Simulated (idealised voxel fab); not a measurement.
Process module under the name voxel wiring stack
The cross-section shown here is cut; it is 170 nm wide and divided into square cells measuring 5 nm on a side.
In what follows, cross-sections appear as grids of square cells, described through bands that run from the top down, where every band is one or more rows of cells.
Per band: top height and bottom height in nm, followed by the left-to-right materials and their widths in nm; "everywhere" marks a single material spanning edge to edge, "blank" marks empty space.
Note: height 0 marks the level under which the wafer is uniformly one material as received. Lowest band unbounded below, written "from 0 down".
Quick explanation for "30 to 40": the width changes in equal steps down the rows of cells, from the first number in the band's top row to the second number in its bottom row.
What does "changes: none" mean for a step? It means no cell of the cross-section changed in that step.
Listed in "Sealed cavities": every empty space of 8 or more cells without an open way to the top. Form: width x height at distance, the distance being from the left edge, all in nm.
Read whatever lies past the settings on a step's line as the simulator's own remark about the step.
overlay nm: right-of-plan distance of the mask on a masked step; negative values mean left-of-plan.
[Steps in the process plan]
1. RECEIVE | material Si
2. CONFORMAL_DEP | material SiO2 | thk nm 15
3. DIRECTIONAL_DEP | material TiN | thk nm 5
4. DIRECTIONAL_DEP | material W | thk nm 15
5. DIRECTIONAL_DEP | material aC | thk nm 15
6. PATTERN | tone cover | mask id METAL_1 | material resist | width nm 25 | pitch nm 40 | thk nm 35 | overlay nm 0
7. DIRECTIONAL_ETCH | etch materials aC | depth nm 15
8. STRIP | etch materials resist
9. DIRECTIONAL_ETCH | etch materials W | depth nm 15
10. DIRECTIONAL_ETCH | etch materials TiN | depth nm 5
11. STRIP | etch materials aC
12. CONFORMAL_DEP | material SiN | thk nm 5
13. FILL_DEP | material SiO2 | thk nm 5
14. CMP | height nm 35
15. CONFORMAL_DEP | material SiCN | thk nm 5
16. DIRECTIONAL_DEP | material SiO2 | thk nm 25
17. DIRECTIONAL_DEP | material aC | thk nm 15
18. PATTERN | tone open | mask id METAL_2 | material resist | width nm 25 | pitch nm 40 | thk nm 30 | overlay nm 0
19. DIRECTIONAL_ETCH | etch materials aC | depth nm 15
20. STRIP | etch materials resist
21. DIRECTIONAL_ETCH | etch materials SiO2 | depth nm 15
22. STRIP | etch materials aC
23. DIRECTIONAL_DEP | material aC | thk nm 10
24. PATTERN | tone open | mask id METAL_2_HOLES | material resist | width nm 15 | pitch nm 80 | thk nm 30 | overlay nm 0
25. DIRECTIONAL_ETCH | etch materials aC | depth nm 10
26. STRIP | etch materials resist
27. DIRECTIONAL_ETCH | etch materials SiO2 | depth nm 10
28. DIRECTIONAL_ETCH | etch materials SiCN | depth nm 5
29. STRIP | etch materials aC
30. CONFORMAL_DEP | material TiN | thk nm 5
31. FILL_DEP | material Cu | thk nm 5
32. CMP | height nm 65
33. CONFORMAL_DEP | material SiCN | thk nm 5
34. DIRECTIONAL_DEP | material lowk | thk nm 25
35. MASKED_ETCH | tone open | mask id METAL_3 | width nm 25 | pitch nm 40 | etch materials lowk | depth nm 15 | overlay nm 0
36. MASKED_ETCH | tone open | mask id METAL_3_HOLES | width nm 15 | pitch nm 40 | etch materials lowk | depth nm 10 | overlay nm 0
37. MASKED_ETCH | tone open | mask id METAL_3_HOLES | width nm 15 | pitch nm 40 | etch materials SiCN | depth nm 5 | overlay nm 0
38. CONFORMAL_DEP | material TiN | thk nm 5
39. FILL_DEP | material Cu | thk nm 10
40. CMP | height nm 95
41. CONFORMAL_DEP | material SiN | thk nm 5
[Received-state cross-section, reflecting completion of step 1]
	from 0 down: Si everywhere
	Sealed cavities: none
[What the wafer looks like in cross-section after this module, when it starts as shown above and follows the plan above but one mistake is made in running it]
	from 100 to 95: SiN everywhere
	from 95 to 85: 30 of lowk / 5 of TiN / 15 of Cu / 5 of TiN / 15 of lowk / 5 of TiN / 15 of Cu / 5 of TiN / 15 of lowk / 5 of TiN / 15 of Cu / 5 of TiN / 35 of lowk
	from 85 to 80: 30 of lowk / 5 of TiN / 5 of Cu / 15 of TiN / 15 of lowk / 5 of TiN / 5 of Cu / 15 of TiN / 15 of lowk / 5 of TiN / 5 of Cu / 15 of TiN / 35 of lowk
	from 80 to 70: 30 of lowk / 5 of TiN / 5 of Cu / 5 of TiN / 25 of lowk / 5 of TiN / 5 of Cu / 5 of TiN / 25 of lowk / 5 of TiN / 5 of Cu / 5 of TiN / 45 of lowk
	from 70 to 65: 30 of SiCN / 15 of TiN / 25 of SiCN / 15 of TiN / 25 of SiCN / 15 of TiN / 45 of SiCN
	from 65 to 55: 30 of SiO2 / 5 of TiN / 15 of Cu / 5 of TiN / 15 of SiO2 / 5 of TiN / 15 of Cu / 5 of TiN / 15 of SiO2 / 5 of TiN / 15 of Cu / 5 of TiN / 35 of SiO2
	from 55 to 50: 30 of SiO2 / 5 of TiN / 5 of Cu / 15 of TiN / 15 of SiO2 / 25 of TiN / 15 of SiO2 / 5 of TiN / 5 of Cu / 15 of TiN / 35 of SiO2
	from 50 to 40: 30 of SiO2 / 5 of TiN / 5 of Cu / 5 of TiN / 65 of SiO2 / 5 of TiN / 5 of Cu / 5 of TiN / 45 of SiO2
	from 40 to 35: 30 of SiCN / 15 of TiN / 65 of SiCN / 15 of TiN / 45 of SiCN
	from 35 to 30: 30 of SiN / 25 of TiN / 15 of SiN / 25 of TiN / 15 of SiN / 25 of TiN / 35 of SiN
	from 30 to 0: SiO2 everywhere
	from 0 down: Si everywhere
	Sealed cavities: none
Diagnosis: step 2 of the plan was executed twice over
